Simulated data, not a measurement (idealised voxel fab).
process module | voxel transistor to metal
cross-section cut | 300 nm wide | cells 5 nm
A cross-section is a grid of square cells, given in bands from the top down. A band is one or more rows of cells.
Each band's line starts with the height of the band's top and of its bottom, in nm. Then come its materials from left to right, each with its width in nm. One material with "throughout" fills the band from edge to edge. "air" is empty space.
Height 0 is the level under which the wafer as received is all one material. The lowest band goes on downwards, as in "0 down".
A width such as "30 to 40" changes by the same amount from each row of cells to the next, from the band's top row to its bottom row.
"no change" after a step means that no cell of the cross-section changed.
closed voids: empty space of 8 cells or more with no open way to the top, each as width x height at its distance from the left edge, in nm
after a step's settings: what the simulator itself notes on the step
overlay nm, on a step with a mask: how far to the right of its planned place the mask lay; to the left if negative
plan
1 op RECEIVE | material Si
2 op OXIDIZE | depth nm 5
3 op CONFORMAL_DEP | material SiN | thk nm 15
4 op MASKED_ETCH | tone cover | mask id ACTIVE | width nm 105 | pitch nm 125 | etch materials SiN | depth nm 15 | overlay nm 0
5 op MASKED_ETCH | tone cover | mask id ACTIVE | width nm 105 | pitch nm 125 | etch materials SiO2 | depth nm 5 | overlay nm 0
6 op MASKED_ETCH | tone cover | mask id ACTIVE | width nm 105 | pitch nm 125 | etch materials Si | depth nm 35 | overlay nm 0
7 op FILL_DEP | material SiO2 | thk nm 5
8 op CMP | height nm 15
9 op SELECTIVE_ETCH | etch materials SiO2 | depth nm 15
10 op STRIP | etch materials SiN
11 op SELECTIVE_ETCH | etch materials SiO2 | depth nm 5
12 op OXIDIZE | depth nm 5
13 op DIRECTIONAL_DEP | material polySi | thk nm 20
14 op DIRECTIONAL_DEP | material SiCN | thk nm 15
15 op MASKED_ETCH | tone cover | mask id GATE | width nm 25 | pitch nm 125 | etch materials SiCN | depth nm 25 | overlay nm 0
16 op MASKED_ETCH | tone cover | mask id GATE | width nm 25 | pitch nm 125 | etch materials polySi | depth nm 30 | overlay nm 0
17 op CONFORMAL_DEP | material SiN | thk nm 10
18 op DIRECTIONAL_ETCH | etch materials SiN | depth nm 10
19 op DIRECTIONAL_ETCH | etch materials SiO2 | depth nm 5
20 op DIRECTIONAL_ETCH | etch materials Si | depth nm 15
21 op EPI | material pSi | thk nm 20
22 op FILL_DEP | material SiO2 | thk nm 10
23 op CMP | height nm 30
24 op DIRECTIONAL_DEP | material SiO2 | thk nm 15
25 op PATTERN | tone open | mask id CONTACT | material resist | width nm 15 | thk nm 15 | overlay nm 0
26 op DIRECTIONAL_ETCH | etch materials SiO2 | depth nm 35
27 op STRIP | etch materials resist
28 op CONFORMAL_DEP | material TiN | thk nm 5
29 op FILL_DEP | material Ru | thk nm 10
30 op CMP | height nm 45
31 op CONFORMAL_DEP | material SiCN | thk nm 5
32 op DIRECTIONAL_DEP | material lowk | thk nm 20
33 op DIRECTIONAL_DEP | material aC | thk nm 10
34 op PATTERN | tone open | mask id METAL_1 | material resist | width nm 15 | thk nm 25 | overlay nm 0
35 op DIRECTIONAL_ETCH | etch materials aC | depth nm 10
36 op STRIP | etch materials resist
37 op DIRECTIONAL_ETCH | etch materials lowk | depth nm 20
38 op DIRECTIONAL_ETCH | etch materials SiCN | depth nm 5
39 op STRIP | etch materials aC
40 op CONFORMAL_DEP | material TiN | thk nm 5
41 op FILL_DEP | material W | thk nm 10
42 op CMP | height nm 70
43 op CONFORMAL_DEP | material SiN | thk nm 5
first wafer, as planned
as received, after step 1
  0 down: Si throughout
  closed voids: none
after step 2
  0 to -5: SiO2 throughout
  below -5: unchanged
after step 3
  15 to 0: SiN throughout
  below 0: unchanged
after step 4
  15 to 0: air 35 | SiN 105 | air 20 | SiN 105 | air 35
  below 0: unchanged
after step 5
  15 to 0: air 35 | SiN 105 | air 20 | SiN 105 | air 35
  0 to -5: air 35 | SiO2 105 | air 20 | SiO2 105 | air 35
  below -5: unchanged
after step 6
  15 to 0: air 35 | SiN 105 | air 20 | SiN 105 | air 35
  0 to -5: air 35 | SiO2 105 | air 20 | SiO2 105 | air 35
  -5 to -40: air 35 | Si 105 | air 20 | Si 105 | air 35
  below -40: unchanged
after step 7
  20 to 15: SiO2 throughout
  15 to 0: SiO2 35 | SiN 105 | SiO2 20 | SiN 105 | SiO2 35
  0 to -5: SiO2 throughout
  -5 to -40: SiO2 35 | Si 105 | SiO2 20 | Si 105 | SiO2 35
  below -40: unchanged
after step 8
  15 to 0: SiO2 35 | SiN 105 | SiO2 20 | SiN 105 | SiO2 35
  below 0: unchanged
after step 9
  15 to 0: air 35 | SiN 105 | air 20 | SiN 105 | air 35
  below 0: unchanged
after step 10
  0 to -5: SiO2 throughout
  below -5: unchanged
after step 11
  -5 to -40: SiO2 35 | Si 105 | SiO2 20 | Si 105 | SiO2 35
  below -40: unchanged
after step 12
  -5 to -10: SiO2 throughout
  below -10: unchanged
after step 13
  15 to -5: polySi throughout
  below -5: unchanged
after step 14
  30 to 15: SiCN throughout
  below 15: unchanged
after step 15
  30 to 15: air 75 | SiCN 25 | air 100 | SiCN 25 | air 75
  below 15: unchanged
after step 16
  30 to 15: air 75 | SiCN 25 | air 100 | SiCN 25 | air 75
  15 to -5: air 75 | polySi 25 | air 100 | polySi 25 | air 75
  below -5: unchanged
after step 17
  40 to 30: air 65 | SiN 45 | air 80 | SiN 45 | air 65
  30 to 15: air 65 | SiN 10 | SiCN 25 | SiN 10 | air 80 | SiN 10 | SiCN 25 | SiN 10 | air 65
  15 to 5: air 65 | SiN 10 | polySi 25 | SiN 10 | air 80 | SiN 10 | polySi 25 | SiN 10 | air 65
  5 to -5: SiN 75 | polySi 25 | SiN 100 | polySi 25 | SiN 75
  below -5: unchanged
after step 18
  30 to 15: air 65 | SiN 10 | SiCN 25 | SiN 10 | air 80 | SiN 10 | SiCN 25 | SiN 10 | air 65
  15 to -5: air 65 | SiN 10 | polySi 25 | SiN 10 | air 80 | SiN 10 | polySi 25 | SiN 10 | air 65
  below -5: unchanged
after step 19
  30 to 15: air 65 | SiN 10 | SiCN 25 | SiN 10 | air 80 | SiN 10 | SiCN 25 | SiN 10 | air 65
  15 to -5: air 65 | SiN 10 | polySi 25 | SiN 10 | air 80 | SiN 10 | polySi 25 | SiN 10 | air 65
  -5 to -10: air 65 | SiO2 45 | air 80 | SiO2 45 | air 65
  below -10: unchanged
after step 20
  30 to 15: air 65 | SiN 10 | SiCN 25 | SiN 10 | air 80 | SiN 10 | SiCN 25 | SiN 10 | air 65
  15 to -5: air 65 | SiN 10 | polySi 25 | SiN 10 | air 80 | SiN 10 | polySi 25 | SiN 10 | air 65
  -5 to -10: air 65 | SiO2 45 | air 80 | SiO2 45 | air 65
  -10 to -25: SiO2 35 | air 30 | Si 45 | air 30 | SiO2 20 | air 30 | Si 45 | air 30 | SiO2 35
  below -25: unchanged
after step 21
  30 to 15: air 65 | SiN 10 | SiCN 25 | SiN 10 | air 80 | SiN 10 | SiCN 25 | SiN 10 | air 65
  15 to 10: air 65 | SiN 10 | polySi 25 | SiN 10 | air 80 | SiN 10 | polySi 25 | SiN 10 | air 65
  10 to -5: air 45 | pSi 20 | SiN 10 | polySi 25 | SiN 10 | pSi 20 | air 40 | pSi 20 | SiN 10 | polySi 25 | SiN 10 | pSi 20 | air 45
  -5 to -10: air 30 | pSi 35 | SiO2 45 | pSi 35 | air 10 | pSi 35 | SiO2 45 | pSi 35 | air 30
  -10 to -25: SiO2 35 | pSi 30 | Si 45 | pSi 30 | SiO2 20 | pSi 30 | Si 45 | pSi 30 | SiO2 35
  below -25: unchanged
after step 22
  40 to 30: SiO2 throughout
  30 to 15: SiO2 65 | SiN 10 | SiCN 25 | SiN 10 | SiO2 80 | SiN 10 | SiCN 25 | SiN 10 | SiO2 65
  15 to 10: SiO2 65 | SiN 10 | polySi 25 | SiN 10 | SiO2 80 | SiN 10 | polySi 25 | SiN 10 | SiO2 65
  10 to -5: SiO2 45 | pSi 20 | SiN 10 | polySi 25 | SiN 10 | pSi 20 | SiO2 40 | pSi 20 | SiN 10 | polySi 25 | SiN 10 | pSi 20 | SiO2 45
  -5 to -10: SiO2 30 | pSi 35 | SiO2 45 | pSi 35 | SiO2 10 | pSi 35 | SiO2 45 | pSi 35 | SiO2 30
  below -10: unchanged
after step 23
  30 to 15: SiO2 65 | SiN 10 | SiCN 25 | SiN 10 | SiO2 80 | SiN 10 | SiCN 25 | SiN 10 | SiO2 65
  below 15: unchanged
after step 24
  45 to 30: SiO2 throughout
  below 30: unchanged
after step 25
  60 to 45: resist 45 | air 15 | resist 55 | air 15 | resist 40 | air 15 | resist 55 | air 15 | resist 45
  below 45: unchanged
after step 26
  60 to 45: resist 45 | air 15 | resist 55 | air 15 | resist 40 | air 15 | resist 55 | air 15 | resist 45
  45 to 30: SiO2 45 | air 15 | SiO2 55 | air 15 | SiO2 40 | air 15 | SiO2 55 | air 15 | SiO2 45
  30 to 15: SiO2 45 | air 15 | SiO2 5 | SiN 10 | SiCN 25 | SiN 10 | SiO2 5 | air 15 | SiO2 40 | air 15 | SiO2 5 | SiN 10 | SiCN 25 | SiN 10 | SiO2 5 | air 15 | SiO2 45
  15 to 10: SiO2 45 | air 15 | SiO2 5 | SiN 10 | polySi 25 | SiN 10 | SiO2 5 | air 15 | SiO2 40 | air 15 | SiO2 5 | SiN 10 | polySi 25 | SiN 10 | SiO2 5 | air 15 | SiO2 45
  below 10: unchanged
after step 27
  45 to 30: SiO2 45 | air 15 | SiO2 55 | air 15 | SiO2 40 | air 15 | SiO2 55 | air 15 | SiO2 45
  below 30: unchanged
after step 28
  50 to 45: TiN 50 | air 5 | TiN 65 | air 5 | TiN 50 | air 5 | TiN 65 | air 5 | TiN 50
  45 to 30: SiO2 45 | TiN 5 | air 5 | TiN 5 | SiO2 55 | TiN 5 | air 5 | TiN 5 | SiO2 40 | TiN 5 | air 5 | TiN 5 | SiO2 55 | TiN 5 | air 5 | TiN 5 | SiO2 45
  30 to 15: SiO2 45 | TiN 5 | air 5 | TiN 5 | SiO2 5 | SiN 10 | SiCN 25 | SiN 10 | SiO2 5 | TiN 5 | air 5 | TiN 5 | SiO2 40 | TiN 5 | air 5 | TiN 5 | SiO2 5 | SiN 10 | SiCN 25 | SiN 10 | SiO2 5 | TiN 5 | air 5 | TiN 5 | SiO2 45
  15 to 10: SiO2 45 | TiN 15 | SiO2 5 | SiN 10 | polySi 25 | SiN 10 | SiO2 5 | TiN 15 | SiO2 40 | TiN 15 | SiO2 5 | SiN 10 | polySi 25 | SiN 10 | SiO2 5 | TiN 15 | SiO2 45
  below 10: unchanged
after step 29
  60 to 50: Ru throughout
  50 to 45: TiN 50 | Ru 5 | TiN 65 | Ru 5 | TiN 50 | Ru 5 | TiN 65 | Ru 5 | TiN 50
  45 to 30: SiO2 45 | TiN 5 | Ru 5 | TiN 5 | SiO2 55 | TiN 5 | Ru 5 | TiN 5 | SiO2 40 | TiN 5 | Ru 5 | TiN 5 | SiO2 55 | TiN 5 | Ru 5 | TiN 5 | SiO2 45
  30 to 15: SiO2 45 | TiN 5 | Ru 5 | TiN 5 | SiO2 5 | SiN 10 | SiCN 25 | SiN 10 | SiO2 5 | TiN 5 | Ru 5 | TiN 5 | SiO2 40 | TiN 5 | Ru 5 | TiN 5 | SiO2 5 | SiN 10 | SiCN 25 | SiN 10 | SiO2 5 | TiN 5 | Ru 5 | TiN 5 | SiO2 45
  below 15: unchanged
after step 30
  45 to 30: SiO2 45 | TiN 5 | Ru 5 | TiN 5 | SiO2 55 | TiN 5 | Ru 5 | TiN 5 | SiO2 40 | TiN 5 | Ru 5 | TiN 5 | SiO2 55 | TiN 5 | Ru 5 | TiN 5 | SiO2 45
  below 30: unchanged
after step 31
  50 to 45: SiCN throughout
  below 45: unchanged
after step 32
  70 to 50: lowk throughout
  below 50: unchanged
after step 33
  80 to 70: aC throughout
  below 70: unchanged
after step 34
  105 to 80: resist 45 | air 15 | resist 55 | air 15 | resist 40 | air 15 | resist 55 | air 15 | resist 45
  below 80: unchanged
after step 35
  95 to 80: resist 45 | air 15 | resist 55 | air 15 | resist 40 | air 15 | resist 55 | air 15 | resist 45
  80 to 70: aC 45 | air 15 | aC 55 | air 15 | aC 40 | air 15 | aC 55 | air 15 | aC 45
  below 70: unchanged
after step 36
  80 to 70: aC 45 | air 15 | aC 55 | air 15 | aC 40 | air 15 | aC 55 | air 15 | aC 45
  below 70: unchanged
after step 37
  80 to 70: aC 45 | air 15 | aC 55 | air 15 | aC 40 | air 15 | aC 55 | air 15 | aC 45
  70 to 50: lowk 45 | air 15 | lowk 55 | air 15 | lowk 40 | air 15 | lowk 55 | air 15 | lowk 45
  below 50: unchanged
after step 38
  80 to 70: aC 45 | air 15 | aC 55 | air 15 | aC 40 | air 15 | aC 55 | air 15 | aC 45
  70 to 50: lowk 45 | air 15 | lowk 55 | air 15 | lowk 40 | air 15 | lowk 55 | air 15 | lowk 45
  50 to 45: SiCN 45 | air 15 | SiCN 55 | air 15 | SiCN 40 | air 15 | SiCN 55 | air 15 | SiCN 45
  below 45: unchanged
after step 39
  70 to 50: lowk 45 | air 15 | lowk 55 | air 15 | lowk 40 | air 15 | lowk 55 | air 15 | lowk 45
  below 50: unchanged
after step 40
  75 to 70: TiN 50 | air 5 | TiN 65 | air 5 | TiN 50 | air 5 | TiN 65 | air 5 | TiN 50
  70 to 50: lowk 45 | TiN 5 | air 5 | TiN 5 | lowk 55 | TiN 5 | air 5 | TiN 5 | lowk 40 | TiN 5 | air 5 | TiN 5 | lowk 55 | TiN 5 | air 5 | TiN 5 | lowk 45
  50 to 45: SiCN 45 | TiN 15 | SiCN 55 | TiN 15 | SiCN 40 | TiN 15 | SiCN 55 | TiN 15 | SiCN 45
  below 45: unchanged
after step 41
  85 to 75: W throughout
  75 to 70: TiN 50 | W 5 | TiN 65 | W 5 | TiN 50 | W 5 | TiN 65 | W 5 | TiN 50
  70 to 50: lowk 45 | TiN 5 | W 5 | TiN 5 | lowk 55 | TiN 5 | W 5 | TiN 5 | lowk 40 | TiN 5 | W 5 | TiN 5 | lowk 55 | TiN 5 | W 5 | TiN 5 | lowk 45
  below 50: unchanged
after step 42
  70 to 50: lowk 45 | TiN 5 | W 5 | TiN 5 | lowk 55 | TiN 5 | W 5 | TiN 5 | lowk 40 | TiN 5 | W 5 | TiN 5 | lowk 55 | TiN 5 | W 5 | TiN 5 | lowk 45
  below 50: unchanged
after step 43
  75 to 70: SiN throughout
  below 70: unchanged
second wafer: like start, like plan, one mistake. Through step 14 it matches the first wafer
when step 15 should have ended
  30 to 15: air 80 | SiCN 20 | air 105 | SiCN 20 | air 75
  below 15: unchanged
when step 16 should have ended
  30 to 15: air 80 | SiCN 20 | air 105 | SiCN 20 | air 75
  15 to -5: air 75 | polySi 25 | air 100 | polySi 25 | air 75
  below -5: unchanged
when step 17 should have ended
  40 to 30: air 70 | SiN 40 | air 85 | SiN 40 | air 65
  30 to 25: air 70 | SiN 10 | SiCN 20 | SiN 10 | air 85 | SiN 10 | SiCN 20 | SiN 10 | air 65
  25 to 15: air 65 | SiN 15 | SiCN 20 | SiN 10 | air 80 | SiN 15 | SiCN 20 | SiN 10 | air 65
  15 to 5: air 65 | SiN 10 | polySi 25 | SiN 10 | air 80 | SiN 10 | polySi 25 | SiN 10 | air 65
  5 to -5: SiN 75 | polySi 25 | SiN 100 | polySi 25 | SiN 75
  below -5: unchanged
when step 18 should have ended
  30 to 15: air 70 | SiN 10 | SiCN 20 | SiN 10 | air 85 | SiN 10 | SiCN 20 | SiN 10 | air 65
  15 to -5: air 65 | SiN 10 | polySi 25 | SiN 10 | air 80 | SiN 10 | polySi 25 | SiN 10 | air 65
  below -5: unchanged
when step 19 should have ended
  30 to 15: air 70 | SiN 10 | SiCN 20 | SiN 10 | air 85 | SiN 10 | SiCN 20 | SiN 10 | air 65
  15 to -5: air 65 | SiN 10 | polySi 25 | SiN 10 | air 80 | SiN 10 | polySi 25 | SiN 10 | air 65
  -5 to -10: air 65 | SiO2 45 | air 80 | SiO2 45 | air 65
  below -10: unchanged
when step 20 should have ended
  30 to 15: air 70 | SiN 10 | SiCN 20 | SiN 10 | air 85 | SiN 10 | SiCN 20 | SiN 10 | air 65
  15 to -5: air 65 | SiN 10 | polySi 25 | SiN 10 | air 80 | SiN 10 | polySi 25 | SiN 10 | air 65
  -5 to -10: air 65 | SiO2 45 | air 80 | SiO2 45 | air 65
  -10 to -25: SiO2 35 | air 30 | Si 45 | air 30 | SiO2 20 | air 30 | Si 45 | air 30 | SiO2 35
  below -25: unchanged
when step 21 should have ended
  30 to 15: air 70 | SiN 10 | SiCN 20 | SiN 10 | air 85 | SiN 10 | SiCN 20 | SiN 10 | air 65
  15 to 10: air 65 | SiN 10 | polySi 25 | SiN 10 | air 80 | SiN 10 | polySi 25 | SiN 10 | air 65
  10 to -5: air 45 | pSi 20 | SiN 10 | polySi 25 | SiN 10 | pSi 20 | air 40 | pSi 20 | SiN 10 | polySi 25 | SiN 10 | pSi 20 | air 45
  -5 to -10: air 30 | pSi 35 | SiO2 45 | pSi 35 | air 10 | pSi 35 | SiO2 45 | pSi 35 | air 30
  -10 to -25: SiO2 35 | pSi 30 | Si 45 | pSi 30 | SiO2 20 | pSi 30 | Si 45 | pSi 30 | SiO2 35
  below -25: unchanged
when step 22 should have ended
  40 to 30: SiO2 throughout
  30 to 15: SiO2 70 | SiN 10 | SiCN 20 | SiN 10 | SiO2 85 | SiN 10 | SiCN 20 | SiN 10 | SiO2 65
  15 to 10: SiO2 65 | SiN 10 | polySi 25 | SiN 10 | SiO2 80 | SiN 10 | polySi 25 | SiN 10 | SiO2 65
  10 to -5: SiO2 45 | pSi 20 | SiN 10 | polySi 25 | SiN 10 | pSi 20 | SiO2 40 | pSi 20 | SiN 10 | polySi 25 | SiN 10 | pSi 20 | SiO2 45
  -5 to -10: SiO2 30 | pSi 35 | SiO2 45 | pSi 35 | SiO2 10 | pSi 35 | SiO2 45 | pSi 35 | SiO2 30
  below -10: unchanged
when step 23 should have ended
  30 to 15: SiO2 70 | SiN 10 | SiCN 20 | SiN 10 | SiO2 85 | SiN 10 | SiCN 20 | SiN 10 | SiO2 65
  below 15: unchanged
when step 24 should have ended
  45 to 30: SiO2 throughout
  below 30: unchanged
when step 25 should have ended
  60 to 45: resist 45 | air 15 | resist 55 | air 15 | resist 40 | air 15 | resist 55 | air 15 | resist 45
  below 45: unchanged
when step 26 should have ended
  60 to 45: resist 45 | air 15 | resist 55 | air 15 | resist 40 | air 15 | resist 55 | air 15 | resist 45
  45 to 30: SiO2 45 | air 15 | SiO2 55 | air 15 | SiO2 40 | air 15 | SiO2 55 | air 15 | SiO2 45
  30 to 15: SiO2 45 | air 15 | SiO2 10 | SiN 10 | SiCN 20 | SiN 10 | SiO2 5 | air 15 | SiO2 40 | air 15 | SiO2 10 | SiN 10 | SiCN 20 | SiN 10 | SiO2 5 | air 15 | SiO2 45
  15 to 10: SiO2 45 | air 15 | SiO2 5 | SiN 10 | polySi 25 | SiN 10 | SiO2 5 | air 15 | SiO2 40 | air 15 | SiO2 5 | SiN 10 | polySi 25 | SiN 10 | SiO2 5 | air 15 | SiO2 45
  below 10: unchanged
when step 27 should have ended
  45 to 30: SiO2 45 | air 15 | SiO2 55 | air 15 | SiO2 40 | air 15 | SiO2 55 | air 15 | SiO2 45
  below 30: unchanged
when step 28 should have ended
  50 to 45: TiN 50 | air 5 | TiN 65 | air 5 | TiN 50 | air 5 | TiN 65 | air 5 | TiN 50
  45 to 30: SiO2 45 | TiN 5 | air 5 | TiN 5 | SiO2 55 | TiN 5 | air 5 | TiN 5 | SiO2 40 | TiN 5 | air 5 | TiN 5 | SiO2 55 | TiN 5 | air 5 | TiN 5 | SiO2 45
  30 to 15: SiO2 45 | TiN 5 | air 5 | TiN 5 | SiO2 10 | SiN 10 | SiCN 20 | SiN 10 | SiO2 5 | TiN 5 | air 5 | TiN 5 | SiO2 40 | TiN 5 | air 5 | TiN 5 | SiO2 10 | SiN 10 | SiCN 20 | SiN 10 | SiO2 5 | TiN 5 | air 5 | TiN 5 | SiO2 45
  15 to 10: SiO2 45 | TiN 15 | SiO2 5 | SiN 10 | polySi 25 | SiN 10 | SiO2 5 | TiN 15 | SiO2 40 | TiN 15 | SiO2 5 | SiN 10 | polySi 25 | SiN 10 | SiO2 5 | TiN 15 | SiO2 45
  below 10: unchanged
when step 29 should have ended
  60 to 50: Ru throughout
  50 to 45: TiN 50 | Ru 5 | TiN 65 | Ru 5 | TiN 50 | Ru 5 | TiN 65 | Ru 5 | TiN 50
  45 to 30: SiO2 45 | TiN 5 | Ru 5 | TiN 5 | SiO2 55 | TiN 5 | Ru 5 | TiN 5 | SiO2 40 | TiN 5 | Ru 5 | TiN 5 | SiO2 55 | TiN 5 | Ru 5 | TiN 5 | SiO2 45
  30 to 15: SiO2 45 | TiN 5 | Ru 5 | TiN 5 | SiO2 10 | SiN 10 | SiCN 20 | SiN 10 | SiO2 5 | TiN 5 | Ru 5 | TiN 5 | SiO2 40 | TiN 5 | Ru 5 | TiN 5 | SiO2 10 | SiN 10 | SiCN 20 | SiN 10 | SiO2 5 | TiN 5 | Ru 5 | TiN 5 | SiO2 45
  below 15: unchanged
when step 30 should have ended
  45 to 30: SiO2 45 | TiN 5 | Ru 5 | TiN 5 | SiO2 55 | TiN 5 | Ru 5 | TiN 5 | SiO2 40 | TiN 5 | Ru 5 | TiN 5 | SiO2 55 | TiN 5 | Ru 5 | TiN 5 | SiO2 45
  below 30: unchanged
when step 31 should have ended
  50 to 45: SiCN throughout
  below 45: unchanged
when step 32 should have ended
  70 to 50: lowk throughout
  below 50: unchanged
when step 33 should have ended
  80 to 70: aC throughout
  below 70: unchanged
when step 34 should have ended
  105 to 80: resist 45 | air 15 | resist 55 | air 15 | resist 40 | air 15 | resist 55 | air 15 | resist 45
  below 80: unchanged
when step 35 should have ended
  95 to 80: resist 45 | air 15 | resist 55 | air 15 | resist 40 | air 15 | resist 55 | air 15 | resist 45
  80 to 70: aC 45 | air 15 | aC 55 | air 15 | aC 40 | air 15 | aC 55 | air 15 | aC 45
  below 70: unchanged
when step 36 should have ended
  80 to 70: aC 45 | air 15 | aC 55 | air 15 | aC 40 | air 15 | aC 55 | air 15 | aC 45
  below 70: unchanged
when step 37 should have ended
  80 to 70: aC 45 | air 15 | aC 55 | air 15 | aC 40 | air 15 | aC 55 | air 15 | aC 45
  70 to 50: lowk 45 | air 15 | lowk 55 | air 15 | lowk 40 | air 15 | lowk 55 | air 15 | lowk 45
  below 50: unchanged
when step 38 should have ended
  80 to 70: aC 45 | air 15 | aC 55 | air 15 | aC 40 | air 15 | aC 55 | air 15 | aC 45
  70 to 50: lowk 45 | air 15 | lowk 55 | air 15 | lowk 40 | air 15 | lowk 55 | air 15 | lowk 45
  50 to 45: SiCN 45 | air 15 | SiCN 55 | air 15 | SiCN 40 | air 15 | SiCN 55 | air 15 | SiCN 45
  below 45: unchanged
when step 39 should have ended
  70 to 50: lowk 45 | air 15 | lowk 55 | air 15 | lowk 40 | air 15 | lowk 55 | air 15 | lowk 45
  below 50: unchanged
when step 40 should have ended
  75 to 70: TiN 50 | air 5 | TiN 65 | air 5 | TiN 50 | air 5 | TiN 65 | air 5 | TiN 50
  70 to 50: lowk 45 | TiN 5 | air 5 | TiN 5 | lowk 55 | TiN 5 | air 5 | TiN 5 | lowk 40 | TiN 5 | air 5 | TiN 5 | lowk 55 | TiN 5 | air 5 | TiN 5 | lowk 45
  50 to 45: SiCN 45 | TiN 15 | SiCN 55 | TiN 15 | SiCN 40 | TiN 15 | SiCN 55 | TiN 15 | SiCN 45
  below 45: unchanged
when step 41 should have ended
  85 to 75: W throughout
  75 to 70: TiN 50 | W 5 | TiN 65 | W 5 | TiN 50 | W 5 | TiN 65 | W 5 | TiN 50
  70 to 50: lowk 45 | TiN 5 | W 5 | TiN 5 | lowk 55 | TiN 5 | W 5 | TiN 5 | lowk 40 | TiN 5 | W 5 | TiN 5 | lowk 55 | TiN 5 | W 5 | TiN 5 | lowk 45
  below 50: unchanged
when step 42 should have ended
  70 to 50: lowk 45 | TiN 5 | W 5 | TiN 5 | lowk 55 | TiN 5 | W 5 | TiN 5 | lowk 40 | TiN 5 | W 5 | TiN 5 | lowk 55 | TiN 5 | W 5 | TiN 5 | lowk 45
  below 50: unchanged
when step 43 should have ended
  75 to 70: SiN throughout
  below 70: unchanged
what went wrong: step 15 ran as: op MASKED_ETCH | tone cover | mask id GATE | width nm 20 | pitch nm 125 | etch materials SiCN | depth nm 25 | overlay nm 0
at the end the second wafer has, in cells: 6 fewer of SiCN | 6 more of SiO2
